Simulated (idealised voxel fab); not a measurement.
This is a process module. Its name is voxel plated lines.
175 nm wide, 5 nm square cells: that's cross-section cut.
Heads up, the way a cross-section reads in here is a grid of square cells, handed over as bands from the top down, with every band being one or more rows of cells.
Within each band entry, the heights of the top and of the bottom of the band appear first, in that order and in nm; the materials of the band then follow from left to right, each with its corresponding width in nm. The designation "everywhere" on a single material indicates that it fills the band from edge to edge; the designation "air" indicates empty space.
We count height from 0. Below that, the starting wafer is all one material. The lowest band never ends at the bottom but goes on down; see "0..down" for how that is written.
Read "30 to 40" as a graded width: first number on top, second number at the bottom, same change between each pair of neighbouring rows.
It should be understood that the words "remained unchanged", when stated for a given step, signify that the cross-section underwent no change in any of its cells during that step.
Voids not open to the top, 8 cells minimum: see "Closed void table". Written width x height at distance; distance is from the left edge; nm.
Post-settings text on a step line: simulator's own remark regarding the step.
overlay nm: how far to the right of its planned place the mask lay on this masked step (negative: to the left).

### Planned process steps
1: op RECEIVE | material Si
2: op CONFORMAL_DEP | material SiO2 | thk nm 5
3: op DIRECTIONAL_DEP | material TiN | thk nm 5
4: op PATTERN | tone open | mask id LINES | material resist | width nm 20 | pitch nm 40 | thk nm 40 | overlay nm 0
5: op EPI | material Ru | thk nm 5
6: op EPI | material Ru | thk nm 5
7: op EPI | material Ru | thk nm 10
8: op STRIP | etch materials resist
9: op DIRECTIONAL_ETCH | etch materials TiN | depth nm 5
10: op CONFORMAL_DEP | material SiN | thk nm 10

### The first of the two wafers, which ran as planned

### The cross-section here shows the wafer as received, i.e. in its state after step 1
* 0..down | Si everywhere
* Closed void table: none

### Cross-section: wafer state after step 2
* 5..0 | SiO2 everywhere
* Heights below 0 show no change.

### Cross-section: wafer state after step 3
* 10..5 | TiN everywhere
* Heights below 5 show no change.

### Cross-section: wafer state after step 4
* 50..10 | 35 of resist | 20 of air | 20 of resist | 20 of air | 20 of resist | 20 of air | 40 of resist
* Heights below 10 show no change.

### Cross-section: wafer state after step 5
* 50..15 | 35 of resist | 20 of air | 20 of resist | 20 of air | 20 of resist | 20 of air | 40 of resist
* 15..10 | 35 of resist | 20 of Ru | 20 of resist | 20 of Ru | 20 of resist | 20 of Ru | 40 of resist
* Heights below 10 show no change.

### Cross-section: wafer state after step 6
* 50..20 | 35 of resist | 20 of air | 20 of resist | 20 of air | 20 of resist | 20 of air | 40 of resist
* 20..10 | 35 of resist | 20 of Ru | 20 of resist | 20 of Ru | 20 of resist | 20 of Ru | 40 of resist
* Heights below 10 show no change.

### Cross-section: wafer state after step 7
* 50..30 | 35 of resist | 20 of air | 20 of resist | 20 of air | 20 of resist | 20 of air | 40 of resist
* 30..10 | 35 of resist | 20 of Ru | 20 of resist | 20 of Ru | 20 of resist | 20 of Ru | 40 of resist
* Heights below 10 show no change.

### Cross-section: wafer state after step 8
* 30..10 | 35 of air | 20 of Ru | 20 of air | 20 of Ru | 20 of air | 20 of Ru | 40 of air
* Heights below 10 show no change.

### Cross-section: wafer state after step 9
* 30..10 | 35 of air | 20 of Ru | 20 of air | 20 of Ru | 20 of air | 20 of Ru | 40 of air
* 10..5 | 35 of air | 20 of TiN | 20 of air | 20 of TiN | 20 of air | 20 of TiN | 40 of air
* Heights below 5 show no change.

### Cross-section: wafer state after step 10
* 40..30 | 25 of air | 120 of SiN | 30 of air
* 30..15 | 25 of air | 10 of SiN | 20 of Ru | 20 of SiN | 20 of Ru | 20 of SiN | 20 of Ru | 10 of SiN | 30 of air
* 15..10 | 35 of SiN | 20 of Ru | 20 of SiN | 20 of Ru | 20 of SiN | 20 of Ru | 40 of SiN
* 10..5 | 35 of SiN | 20 of TiN | 20 of SiN | 20 of TiN | 20 of SiN | 20 of TiN | 40 of SiN
* Heights below 5 show no change.

### Notes, second wafer: start = first wafer's, plan = first wafer's, execution had one mistake; history identical to first through step 9

Cross-section, second wafer, at the end time the plan gives for step 10: remained unchanged
what went wrong: step 10 of the plan was excluded from execution and never run
Final cells, second wafer relative to first, materials higher or lower: SiN -130
